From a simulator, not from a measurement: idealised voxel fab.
The following is a process module called voxel ribs on slabs.
Square cell edge 5 nm, section width 285 nm, ID cut.
Notation: cross-section as square-cell grid; stated in bands, top first, going down; one or more cell rows per band. Within each band entry, the heights of the top and of the bottom of the band appear first, in that order and in nm; the materials of the band then follow from left to right, each with its corresponding width in nm. The designation "full width" on a single material indicates that it fills the band from edge to edge; the designation "blank" indicates empty space. Zero point of the height axis is 0; under it, received wafer = one material. Lowest band: continues down indefinitely, "z 0 and below". Read "30 to 40" as a graded width: first number on top, second number at the bottom, same change between each pair of neighbouring rows. No cell of the cross-section changed in a step that is given as "nothing different". Under "Closed void register" you'll find the enclosed gaps, the ones with no way out to the top, that are 8 cells or bigger; each reads width x height at distance, with distance counted from the left edge, everything in nm. That trailing text on a step's line, after the settings, is the simulator's own remark on the step. For masked steps, "overlay nm" on the step line gives how far right of plan the mask actually lay; a minus sign means it lay to the left.
[Here's what the planned process steps look like]
- 1: RECEIVE,material Si
- 2: DIRECTIONAL_DEP,material SiO2,thk nm 20
- 3: DIRECTIONAL_DEP,material polySi,thk nm 15
- 4: MASKED_ETCH,tone cover,mask id RIB,width nm 20,etch materials polySi,depth nm 5,overlay nm 0
- 5: DIRECTIONAL_DEP,material aC,thk nm 10
- 6: PATTERN,tone cover,mask id SLAB,material resist,width nm 50,thk nm 25,overlay nm 0
- 7: DIRECTIONAL_ETCH,etch materials aC,depth nm 10
- 8: STRIP,etch materials resist
- 9: DIRECTIONAL_ETCH,etch materials polySi,depth nm 10
- 10: STRIP,etch materials aC
- 11: FILL_DEP,material SiO2,thk nm 20
- 12: CMP,height nm 45
- 13: DIRECTIONAL_DEP,material TiN,thk nm 5
- 14: PATTERN,tone cover,mask id HEATER,material resist,width nm 30,thk nm 20,overlay nm 0
- 15: DIRECTIONAL_ETCH,etch materials TiN,depth nm 5
- 16: STRIP,etch materials resist
- 17: CONFORMAL_DEP,material SiO2,thk nm 10
[First of two wafers: run as planned]
[This is the cross-section of the wafer as we received it, i.e. after step 1]
    z 0 and below | Si full width
    Closed void register: none
[Cross-sectional representation of the wafer at the conclusion of step 2]
    z 20 to 0 | SiO2 full width
    Below 0 it's all the same as before, nothing changed down there.
[Cross-sectional representation of the wafer at the conclusion of step 3]
    z 35 to 20 | polySi full width
    Below 20 it's all the same as before, nothing changed down there.
[Cross-sectional representation of the wafer at the conclusion of step 4]
    z 35 to 30 | 130 of blank  20 of polySi  135 of blank
    Below 30 it's all the same as before, nothing changed down there.
[Cross-sectional representation of the wafer at the conclusion of step 5]
    z 45 to 40 | 130 of blank  20 of aC  135 of blank
    z 40 to 35 | aC full width
    z 35 to 30 | 130 of aC  20 of polySi  135 of aC
    Below 30 it's all the same as before, nothing changed down there.
[Cross-sectional representation of the wafer at the conclusion of step 6]
    z 70 to 45 | 115 of blank  50 of resist  120 of blank
    z 45 to 40 | 115 of blank  15 of resist  20 of aC  15 of resist  120 of blank
    Below 40 it's all the same as before, nothing changed down there.
[Cross-sectional representation of the wafer at the conclusion of step 7]
    z 60 to 45 | 115 of blank  50 of resist  120 of blank
    z 45 to 40 | 115 of blank  15 of resist  20 of aC  15 of resist  120 of blank
    z 40 to 35 | 115 of blank  50 of aC  120 of blank
    z 35 to 30 | 115 of blank  15 of aC  20 of polySi  15 of aC  120 of blank
    Below 30 it's all the same as before, nothing changed down there.
[Cross-sectional representation of the wafer at the conclusion of step 8]
    z 45 to 35 | 130 to 115 of blank  20 to 50 of aC  135 to 120 of blank
    Below 35 it's all the same as before, nothing changed down there.
[Cross-sectional representation of the wafer at the conclusion of step 9]
    z 45 to 35 | 130 to 115 of blank  20 to 50 of aC  135 to 120 of blank
    z 35 to 30 | 115 of blank  15 of aC  20 of polySi  15 of aC  120 of blank
    z 30 to 20 | 115 of blank  50 of polySi  120 of blank
    Below 20 it's all the same as before, nothing changed down there.
[Cross-sectional representation of the wafer at the conclusion of step 10]
    z 35 to 30 | 130 of blank  20 of polySi  135 of blank
    Below 30 it's all the same as before, nothing changed down there.
[Cross-sectional representation of the wafer at the conclusion of step 11]
    z 55 to 35 | SiO2 full width
    z 35 to 30 | 130 of SiO2  20 of polySi  135 of SiO2
    z 30 to 20 | 115 of SiO2  50 of polySi  120 of SiO2
    Below 20 it's all the same as before, nothing changed down there.
[Cross-sectional representation of the wafer at the conclusion of step 12]
    z 45 to 35 | SiO2 full width
    Below 35 it's all the same as before, nothing changed down there.
[Cross-sectional representation of the wafer at the conclusion of step 13]
    z 50 to 45 | TiN full width
    Below 45 it's all the same as before, nothing changed down there.
[Cross-sectional representation of the wafer at the conclusion of step 14]
    z 70 to 50 | 125 of blank  30 of resist  130 of blank
    Below 50 it's all the same as before, nothing changed down there.
[Cross-sectional representation of the wafer at the conclusion of step 15]
    z 70 to 50 | 125 of blank  30 of resist  130 of blank
    z 50 to 45 | 125 of blank  30 of TiN  130 of blank
    Below 45 it's all the same as before, nothing changed down there.
[Cross-sectional representation of the wafer at the conclusion of step 16]
    z 50 to 45 | 125 of blank  30 of TiN  130 of blank
    Below 45 it's all the same as before, nothing changed down there.
[Cross-sectional representation of the wafer at the conclusion of step 17]
    z 60 to 55 | 115 of blank  50 of SiO2  120 of blank
    z 55 to 50 | SiO2 full width
    z 50 to 45 | 125 of SiO2  30 of TiN  130 of SiO2
    Below 45 it's all the same as before, nothing changed down there.
[The Second Wafer: Common Origin and Plan, One Mistake in Execution, Identical to the First Through Step 16]
Second wafer at the planned finish of step 17, seen in cross-section: nothing different
Run error: yeah, step 17 of the plan got skipped, never ran
Heads up, by the end the second wafer has more or fewer cells of some materials compared to the first: 118 fewer of SiO2
